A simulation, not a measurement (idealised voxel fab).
This is a process module. Its name is voxel self aligned contacts.
Pictured: cross-section cut, 270 nm wide, on a grid of 5 nm square cells.
Think of the cross-section as a grid of square cells. We describe it in bands, top to bottom, and each band covers one or more rows of those cells.
Basically the band line says how high the top is and how high the bottom is, in nm, and then what's in it from left to right, every material with its width in nm. Empty space shows up as "blank", and if a single material carries "everywhere" it runs the full band edge to edge.
The level at which height equals 0 is the one under which the wafer, as it arrives, is entirely one material. No lower edge exists for the bottom band, which continues downward and is notated as in "0..down".
The width entry "30->40" should be interpreted row by row: the top row of cells in the band takes the first number, the bottom row takes the second number, and the change between adjacent rows is uniform throughout.
What does "no change occurred" mean for a step? It means no cell of the cross-section changed in that step.
Closed-off voids of 8+ cells (no open route to the top) go in "Closed void roster", written width x height at distance from the left edge, in nm.
Heads up: the bit after the settings on a step's line is the simulator's remark on that step.
overlay nm: mask offset rightward from planned place, masked step; negative means leftward offset.
**List of planned process steps**
1: RECEIVE,material Si
2: CONFORMAL_DEP,material SiO2,thk nm 5
3: DIRECTIONAL_DEP,material polySi,thk nm 25
4: DIRECTIONAL_DEP,material SiN,thk nm 20
5: MASKED_ETCH,tone cover,mask id GATE,width nm 25,pitch nm 65,etch materials SiN,depth nm 20,overlay nm 0
6: MASKED_ETCH,tone cover,mask id GATE,width nm 25,pitch nm 65,etch materials polySi,depth nm 25,overlay nm 0
7: CONFORMAL_DEP,material SiN,thk nm 10
8: DIRECTIONAL_ETCH,etch materials SiN,depth nm 10
9: FILL_DEP,material SiO2,thk nm 15
10: CMP,height nm 55
11: PATTERN,tone open,mask id CONTACT,material resist,width nm 50,pitch nm 65,thk nm 15,overlay nm 0
12: DIRECTIONAL_ETCH,etch materials SiO2,depth nm 55
13: STRIP,etch materials resist
14: CONFORMAL_DEP,material TiN,thk nm 5
15: FILL_DEP,material W,thk nm 5
16: CMP,height nm 55
17: CONFORMAL_DEP,material SiN,thk nm 5
**Wafer cross-section on receipt, i.e. after step 1**
- 0..down  Si everywhere
- Closed void roster: none
**Cross-section, end of module. Start: as above. Plan: as above. Execution: one mistake**
- 60..55  SiN everywhere
- 55..50  SiO2 85 nm  TiN 10 nm  W 10 nm  TiN 30 nm  SiO2 15 nm  TiN 10 nm  W 10 nm  TiN 30 nm  SiO2 70 nm
- 50..30  SiO2 45 nm  SiN 45 nm  TiN 5 nm  W 10 nm  TiN 5 nm  SiN 45 nm  TiN 5 nm  W 10 nm  TiN 5 nm  SiN 45 nm  SiO2 50 nm
- 30..5  SiO2 45 nm  SiN 10 nm  polySi 25 nm  SiN 10 nm  TiN 5 nm  W 10 nm  TiN 5 nm  SiN 10 nm  polySi 25 nm  SiN 10 nm  TiN 5 nm  W 10 nm  TiN 5 nm  SiN 10 nm  polySi 25 nm  SiN 10 nm  SiO2 50 nm
- 5..0  SiO2 90 nm  TiN 20 nm  SiO2 45 nm  TiN 20 nm  SiO2 95 nm
- 0..down  Si everywhere
- Closed void roster: none
Deviation from plan: step 11 changed vs plan, executed as PATTERN,tone open,mask id CONTACT,material resist,width nm 50,pitch nm 65,thk nm 15,overlay nm 10
